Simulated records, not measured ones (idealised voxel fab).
Module name: voxel gate over fins (process module)
The cross-section on display is named cut; it measures 300 nm wide, and its cells are 5 nm squares.
Reading order for cross-sections: top band down to bottom band. Underlying form: a grid of square cells. Band size: one or more rows of cells. Quick guide to a band line: top height, bottom height (nm) up front; then every material left to right with its width in nm. Only one material and it's marked "edge to edge"? Then it fills the band edge to edge. And "empty" just means empty space. Heights are reckoned from 0. Under this level, the received wafer is all of one material. The bottommost band is open-ended downward, for example "z 0 and below". So if you see something like "30..40" for the width, read it as the top row of the band sitting at the first number and the bottom row at the second, with every row in between moving by the same amount as the last. Reading "identical to before" for a step: not a cell of the cross-section changed in it. The entry titled "Unvented cavities" provides the empty spaces that have no open way to the top, restricted to those of 8 cells or more. Each is presented as width x height at distance, the distance being measured from the left edge, with all three in nm. On a step's line, text after the settings is the simulator commenting on that step. "overlay nm" on a masked step: distance the mask lay right of its planned place, negative for left.

Here's what the planned process steps look like
1) RECEIVE (material Si)
2) CONFORMAL_DEP (material SiN; thk nm 10)
3) PATTERN (tone cover; mask id FINS; material resist; width nm 15; pitch nm 45; thk nm 20; overlay nm 0)
4) DIRECTIONAL_ETCH (etch materials SiN; depth nm 10)
5) DIRECTIONAL_ETCH (etch materials Si; depth nm 40)
6) STRIP (etch materials resist)
7) OXIDIZE (depth nm 5)
8) FILL_DEP (material SiO2; thk nm 5)
9) CMP (height nm 10)
10) SELECTIVE_ETCH (etch materials SiO2; depth nm 20)
11) STRIP (etch materials SiN)
12) CONFORMAL_DEP (material HfO2; thk nm 5)
13) CONFORMAL_DEP (material TiN; thk nm 5)
14) CONFORMAL_DEP (material TiAl; thk nm 5)
15) CONFORMAL_DEP (material TiN; thk nm 5)
16) FILL_DEP (material W; thk nm 10)
17) CMP (height nm 25)
18) CONFORMAL_DEP (material SiN; thk nm 5)

First wafer out of two, processed as planned

So this is the incoming wafer in cross-section - it's already been through step 1
z 0 and below  Si edge to edge
Unvented cavities: none

The following cross-section depicts the wafer upon completion of step 2
z 10 to 0  SiN edge to edge
Note: structure below 0 unchanged.

The following cross-section depicts the wafer upon completion of step 3
z 30 to 10  empty (120)  resist (15)  empty (30)  resist (15)  empty (120)
Note: structure below 10 unchanged.

The following cross-section depicts the wafer upon completion of step 4
z 30 to 10  empty (120)  resist (15)  empty (30)  resist (15)  empty (120)
z 10 to 0  empty (120)  SiN (15)  empty (30)  SiN (15)  empty (120)
Note: structure below 0 unchanged.

The following cross-section depicts the wafer upon completion of step 5
z 30 to 10  empty (120)  resist (15)  empty (30)  resist (15)  empty (120)
z 10 to 0  empty (120)  SiN (15)  empty (30)  SiN (15)  empty (120)
z 0 to -40  empty (120)  Si (15)  empty (30)  Si (15)  empty (120)
Note: structure below -40 unchanged.

The following cross-section depicts the wafer upon completion of step 6
z 10 to 0  empty (120)  SiN (15)  empty (30)  SiN (15)  empty (120)
Note: structure below 0 unchanged.

The following cross-section depicts the wafer upon completion of step 7
z 10 to 0  empty (120)  SiN (15)  empty (30)  SiN (15)  empty (120)
z 0 to -40  empty (120)  SiO2 (5)  Si (5)  SiO2 (5)  empty (30)  SiO2 (5)  Si (5)  SiO2 (5)  empty (120)
z -40 to -45  SiO2 (125)  Si (5)  SiO2 (40)  Si (5)  SiO2 (125)
Note: structure below -45 unchanged.

The following cross-section depicts the wafer upon completion of step 8
z 15 to 10  SiO2 edge to edge
z 10 to 0  SiO2 (120)  SiN (15)  SiO2 (30)  SiN (15)  SiO2 (120)
z 0 to -45  SiO2 (125)  Si (5)  SiO2 (40)  Si (5)  SiO2 (125)
Note: structure below -45 unchanged.

The following cross-section depicts the wafer upon completion of step 9
z 10 to 0  SiO2 (120)  SiN (15)  SiO2 (30)  SiN (15)  SiO2 (120)
Note: structure below 0 unchanged.

The following cross-section depicts the wafer upon completion of step 10
z 10 to 0  empty (120)  SiN (15)  empty (30)  SiN (15)  empty (120)
z 0 to -10  empty (125)  Si (5)  empty (40)  Si (5)  empty (125)
Note: structure below -10 unchanged.

The following cross-section depicts the wafer upon completion of step 11
z 0 to -10  empty (125)  Si (5)  empty (40)  Si (5)  empty (125)
Note: structure below -10 unchanged.

The following cross-section depicts the wafer upon completion of step 12
z 5 to 0  empty (120)  HfO2 (15)  empty (30)  HfO2 (15)  empty (120)
z 0 to -5  empty (120)  HfO2 (5)  Si (5)  HfO2 (5)  empty (30)  HfO2 (5)  Si (5)  HfO2 (5)  empty (120)
z -5 to -10  HfO2 (125)  Si (5)  HfO2 (40)  Si (5)  HfO2 (125)
Note: structure below -10 unchanged.

The following cross-section depicts the wafer upon completion of step 13
z 10 to 5  empty (115)  TiN (25)  empty (20)  TiN (25)  empty (115)
z 5 to 0  empty (115)  TiN (5)  HfO2 (15)  TiN (5)  empty (20)  TiN (5)  HfO2 (15)  TiN (5)  empty (115)
z 0 to -5  TiN (120)  HfO2 (5)  Si (5)  HfO2 (5)  TiN (30)  HfO2 (5)  Si (5)  HfO2 (5)  TiN (120)
Note: structure below -5 unchanged.

The following cross-section depicts the wafer upon completion of step 14
z 15 to 10  empty (110)  TiAl (35)  empty (10)  TiAl (35)  empty (110)
z 10 to 5  empty (110)  TiAl (5)  TiN (25)  TiAl (5)  empty (10)  TiAl (5)  TiN (25)  TiAl (5)  empty (110)
z 5 to 0  TiAl (115)  TiN (5)  HfO2 (15)  TiN (5)  TiAl (20)  TiN (5)  HfO2 (15)  TiN (5)  TiAl (115)
Note: structure below 0 unchanged.

The following cross-section depicts the wafer upon completion of step 15
z 20 to 15  empty (105)  TiN (90)  empty (105)
z 15 to 10  empty (105)  TiN (5)  TiAl (35)  TiN (10)  TiAl (35)  TiN (5)  empty (105)
z 10 to 5  TiN (110)  TiAl (5)  TiN (25)  TiAl (5)  TiN (10)  TiAl (5)  TiN (25)  TiAl (5)  TiN (110)
Note: structure below 5 unchanged.

The following cross-section depicts the wafer upon completion of step 16
z 30 to 20  W edge to edge
z 20 to 15  W (105)  TiN (90)  W (105)
z 15 to 10  W (105)  TiN (5)  TiAl (35)  TiN (10)  TiAl (35)  TiN (5)  W (105)
Note: structure below 10 unchanged.

The following cross-section depicts the wafer upon completion of step 17
z 25 to 20  W edge to edge
Note: structure below 20 unchanged.

The following cross-section depicts the wafer upon completion of step 18
z 30 to 25  SiN edge to edge
Note: structure below 25 unchanged.

For the second wafer, take the first wafer's start and plan, then add one mistake made in running it; everything through step 9, that step included, is shared with the first

Second wafer, cut view, end of step 10 per plan
z 10 to 0  SiO2 (120)  empty (15)  SiO2 (30)  empty (15)  SiO2 (120)
Note: structure below 0 unchanged.

Second wafer, cut view, end of step 11 per plan
z 0 to -10  empty (125)  Si (5)  empty (40)  Si (5)  empty (125)
z -10 to -20  SiO2 (100)  empty (25)  Si (5)  empty (40)  Si (5)  empty (25)  SiO2 (100)
Note: structure below -20 unchanged.

Second wafer, cut view, end of step 12 per plan
z 5 to 0  empty (120)  HfO2 (15)  empty (30)  HfO2 (15)  empty (120)
z 0 to -5  empty (120)  HfO2 (5)  Si (5)  HfO2 (5)  empty (30)  HfO2 (5)  Si (5)  HfO2 (5)  empty (120)
z -5 to -10  HfO2 (105)  empty (15)  HfO2 (5)  Si (5)  HfO2 (5)  empty (30)  HfO2 (5)  Si (5)  HfO2 (5)  empty (15)  HfO2 (105)
z -10 to -15  SiO2 (100)  HfO2 (5)  empty (15)  HfO2 (5)  Si (5)  HfO2 (5)  empty (30)  HfO2 (5)  Si (5)  HfO2 (5)  empty (15)  HfO2 (5)  SiO2 (100)
z -15 to -20  SiO2 (100)  HfO2 (25)  Si (5)  HfO2 (40)  Si (5)  HfO2 (25)  SiO2 (100)
Note: structure below -20 unchanged.

Second wafer, cut view, end of step 13 per plan
z 10 to 5  empty (115)  TiN (25)  empty (20)  TiN (25)  empty (115)
z 5 to 0  empty (115)  TiN (5)  HfO2 (15)  TiN (5)  empty (20)  TiN (5)  HfO2 (15)  TiN (5)  empty (115)
z 0 to -5  TiN (110)  empty (5)  TiN (5)  HfO2 (5)  Si (5)  HfO2 (5)  TiN (5)  empty (20)  TiN (5)  HfO2 (5)  Si (5)  HfO2 (5)  TiN (5)  empty (5)  TiN (110)
z -5 to -10  HfO2 (105)  TiN (5)  empty (5)  TiN (5)  HfO2 (5)  Si (5)  HfO2 (5)  TiN (5)  empty (20)  TiN (5)  HfO2 (5)  Si (5)  HfO2 (5)  TiN (5)  empty (5)  TiN (5)  HfO2 (105)
z -10 to -15  SiO2 (100)  HfO2 (5)  TiN (15)  HfO2 (5)  Si (5)  HfO2 (5)  TiN (30)  HfO2 (5)  Si (5)  HfO2 (5)  TiN (15)  HfO2 (5)  SiO2 (100)
Note: structure below -15 unchanged.

Second wafer, cut view, end of step 14 per plan
z 15 to 10  empty (110)  TiAl (35)  empty (10)  TiAl (35)  empty (110)
z 10 to 5  empty (110)  TiAl (5)  TiN (25)  TiAl (5)  empty (10)  TiAl (5)  TiN (25)  TiAl (5)  empty (110)
z 5 to 0  TiAl (115)  TiN (5)  HfO2 (15)  TiN (5)  TiAl (5)  empty (10)  TiAl (5)  TiN (5)  HfO2 (15)  TiN (5)  TiAl (115)
z 0 to -5  TiN (110)  TiAl (5)  TiN (5)  HfO2 (5)  Si (5)  HfO2 (5)  TiN (5)  TiAl (5)  empty (10)  TiAl (5)  TiN (5)  HfO2 (5)  Si (5)  HfO2 (5)  TiN (5)  TiAl (5)  TiN (110)
z -5 to -10  HfO2 (105)  TiN (5)  TiAl (5)  TiN (5)  HfO2 (5)  Si (5)  HfO2 (5)  TiN (5)  TiAl (20)  TiN (5)  HfO2 (5)  Si (5)  HfO2 (5)  TiN (5)  TiAl (5)  TiN (5)  HfO2 (105)
Note: structure below -10 unchanged.

Second wafer, cut view, end of step 15 per plan
z 20 to 15  empty (105)  TiN (90)  empty (105)
z 15 to 10  empty (105)  TiN (5)  TiAl (35)  TiN (10)  TiAl (35)  TiN (5)  empty (105)
z 10 to 5  TiN (110)  TiAl (5)  TiN (25)  TiAl (5)  TiN (10)  TiAl (5)  TiN (25)  TiAl (5)  TiN (110)
z 5 to 0  TiAl (115)  TiN (5)  HfO2 (15)  TiN (5)  TiAl (5)  TiN (10)  TiAl (5)  TiN (5)  HfO2 (15)  TiN (5)  TiAl (115)
z 0 to -5  TiN (110)  TiAl (5)  TiN (5)  HfO2 (5)  Si (5)  HfO2 (5)  TiN (5)  TiAl (5)  TiN (10)  TiAl (5)  TiN (5)  HfO2 (5)  Si (5)  HfO2 (5)  TiN (5)  TiAl (5)  TiN (110)
Note: structure below -5 unchanged.

Second wafer, cut view, end of step 16 per plan
z 30 to 20  W edge to edge
z 20 to 15  W (105)  TiN (90)  W (105)
z 15 to 10  W (105)  TiN (5)  TiAl (35)  TiN (10)  TiAl (35)  TiN (5)  W (105)
Note: structure below 10 unchanged.

Second wafer, cut view, end of step 17 per plan
z 25 to 20  W edge to edge
Note: structure below 20 unchanged.

Second wafer, cut view, end of step 18 per plan
z 30 to 25  SiN edge to edge
Note: structure below 25 unchanged.
Deviation noted in wafer processing: steps 10 and 11 traded places in the executed sequence
The second wafer ends with more or fewer cells of some materials than the first, per final count: HfO2 +12 | SiO2 -36 | TiAl +8 | TiN +16
